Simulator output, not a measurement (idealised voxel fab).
process module | voxel lift off
cross-section cut | 250 nm wide | cells 5 nm
A cross-section is a grid of square cells, given in bands from the top down. A band is one or more rows of cells.
Each band's line starts with the height of the band's top and of its bottom, in nm. Then come its materials from left to right, each with its width in nm. One material with "throughout" fills the band from edge to edge. "air" is empty space.
Height 0 is the level under which the wafer as received is all one material. The lowest band goes on downwards, as in "0 down".
A width such as "30 to 40" changes by the same amount from each row of cells to the next, from the band's top row to its bottom row.
"no change" after a step means that no cell of the cross-section changed.
closed voids: empty space of 8 cells or more with no open way to the top, each as width x height at its distance from the left edge, in nm
after a step's settings: what the simulator itself notes on the step
overlay nm, on a step with a mask: how far to the right of its planned place the mask lay; to the left if negative
plan
1 op RECEIVE | material Si
2 op CONFORMAL_DEP | material SiO2 | thk nm 15
3 op PATTERN | tone open | mask id LINES | material resist | width nm 15 | pitch nm 30 | thk nm 25 | overlay nm 0
4 op DIRECTIONAL_DEP | material Ru | thk nm 15
5 op STRIP | etch materials resist
6 op CONFORMAL_DEP | material SiCN | thk nm 5
first wafer, as planned
as received, after step 1
  0 down: Si throughout
  closed voids: none
after step 2
  15 to 0: SiO2 throughout
  below 0: unchanged
after step 3
  40 to 15: resist 85 | air 15 | resist 15 | air 15 | resist 15 | air 15 | resist 90
  below 15: unchanged
after step 4
  55 to 40: Ru 85 | air 15 | Ru 15 | air 15 | Ru 15 | air 15 | Ru 90
  40 to 30: resist 85 | air 15 | resist 15 | air 15 | resist 15 | air 15 | resist 90
  30 to 15: resist 85 | Ru 15 | resist 15 | Ru 15 | resist 15 | Ru 15 | resist 90
  below 15: unchanged
after step 5
  30 to 15: air 85 | Ru 15 | air 15 | Ru 15 | air 15 | Ru 15 | air 90
  below 15: unchanged
after step 6
  35 to 30: air 80 | SiCN 25 | air 5 | SiCN 25 | air 5 | SiCN 25 | air 85
  30 to 20: air 80 | SiCN 5 | Ru 15 | SiCN 5 | air 5 | SiCN 5 | Ru 15 | SiCN 5 | air 5 | SiCN 5 | Ru 15 | SiCN 5 | air 85
  20 to 15: SiCN 85 | Ru 15 | SiCN 15 | Ru 15 | SiCN 15 | Ru 15 | SiCN 90
  below 15: unchanged
second wafer: like start, like plan, one mistake. Through step 1 it matches the first wafer
when step 2 should have ended
  30 to 0: SiO2 throughout
  below 0: unchanged
when step 3 should have ended
  55 to 30: resist 85 | air 15 | resist 15 | air 15 | resist 15 | air 15 | resist 90
  below 30: unchanged
when step 4 should have ended
  70 to 55: Ru 85 | air 15 | Ru 15 | air 15 | Ru 15 | air 15 | Ru 90
  55 to 45: resist 85 | air 15 | resist 15 | air 15 | resist 15 | air 15 | resist 90
  45 to 30: resist 85 | Ru 15 | resist 15 | Ru 15 | resist 15 | Ru 15 | resist 90
  below 30: unchanged
when step 5 should have ended
  45 to 30: air 85 | Ru 15 | air 15 | Ru 15 | air 15 | Ru 15 | air 90
  below 30: unchanged
when step 6 should have ended
  50 to 45: air 80 | SiCN 25 | air 5 | SiCN 25 | air 5 | SiCN 25 | air 85
  45 to 35: air 80 | SiCN 5 | Ru 15 | SiCN 5 | air 5 | SiCN 5 | Ru 15 | SiCN 5 | air 5 | SiCN 5 | Ru 15 | SiCN 5 | air 85
  35 to 30: SiCN 85 | Ru 15 | SiCN 15 | Ru 15 | SiCN 15 | Ru 15 | SiCN 90
  below 30: unchanged
what went wrong: step 2 was run twice
at the end the second wafer has, in cells: 150 more of SiO2
